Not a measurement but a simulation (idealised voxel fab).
The process module presented herein is designated voxel lift off.
cross-section cut | 275 nm wide | cells 5 nm
In what follows, cross-sections appear as grids of square cells, described through bands that run from the top down, where every band is one or more rows of cells. Per band: top height and bottom height in nm, followed by the left-to-right materials and their widths in nm; "everywhere" marks a single material spanning edge to edge, "empty" marks empty space. For the purposes of this specification, 0 denotes the height below which the wafer in its as-received condition is composed wholly of one material, and the lowermost band, lacking a lower limit, extends downward without end, as expressed in "0 nm and below". With a width like "30..40", each row of cells in the band differs from the next by the same amount, the top row carrying the first number and the bottom row the second. "no modification" -> step changed no cross-section cell. The entry "Sealed void list" lists the empty spaces that cover at least 8 cells and have no open path to the top. Each is written as width x height at distance, where the distance is measured from the left edge and all three values are in nm. Text after the settings on a step's line: the simulator's own remark on that step. overlay nm: step with mask; distance mask lay right of planned place; negative value = left of planned place.
Steps planned for the process
1: RECEIVE (material Si)
2: CONFORMAL_DEP (material SiN; thk nm 15)
3: PATTERN (tone open; mask id LINES; material resist; width nm 30; pitch nm 50; thk nm 15; overlay nm 0)
4: DIRECTIONAL_DEP (material Ru; thk nm 5)
5: STRIP (etch materials resist)
6: CONFORMAL_DEP (material SiN; thk nm 5)
Wafer-to-wafer difference: thk nm, step 6. Common start. Plan = first wafer's value.
Incoming state of the first of several wafers in cross-section: after step 1
0 nm and below = Si everywhere
Sealed void list: none
First wafer of several, cross-section, module end, after step 6 (last)
25 nm to 20 nm = 65 nm empty  40 nm SiN  10 nm empty  40 nm SiN  10 nm empty  40 nm SiN  70 nm empty
20 nm to 15 nm = 70 nm SiN  30 nm Ru  20 nm SiN  30 nm Ru  20 nm SiN  30 nm Ru  75 nm SiN
15 nm to 0 nm = SiN everywhere
0 nm and below = Si everywhere
Sealed void list: none
Here's the last wafer cross-sectioned at the end of the module
45 nm to 40 nm = 45 nm empty  180 nm SiN  50 nm empty
40 nm to 20 nm = SiN everywhere
20 nm to 15 nm = 70 nm SiN  30 nm Ru  20 nm SiN  30 nm Ru  20 nm SiN  30 nm Ru  75 nm SiN
15 nm to 0 nm = SiN everywhere
0 nm and below = Si everywhere
Sealed void list: none
The table below has one row for each wafer; a row shows, as of the end of the module, how many cells of each material the wafer has gained, marked (+), or lost, marked (-), since it was received, and then the wafer's closed voids
thk nm 5; +18 Ru; +226 SiN; Sealed void list: none
thk nm 10; +18 Ru; +287 SiN; Sealed void list: none
thk nm 15; +18 Ru; +344 SiN; Sealed void list: none
thk nm 20; +18 Ru; +401 SiN; Sealed void list: none
thk nm 25; +18 Ru; +458 SiN; Sealed void list: none
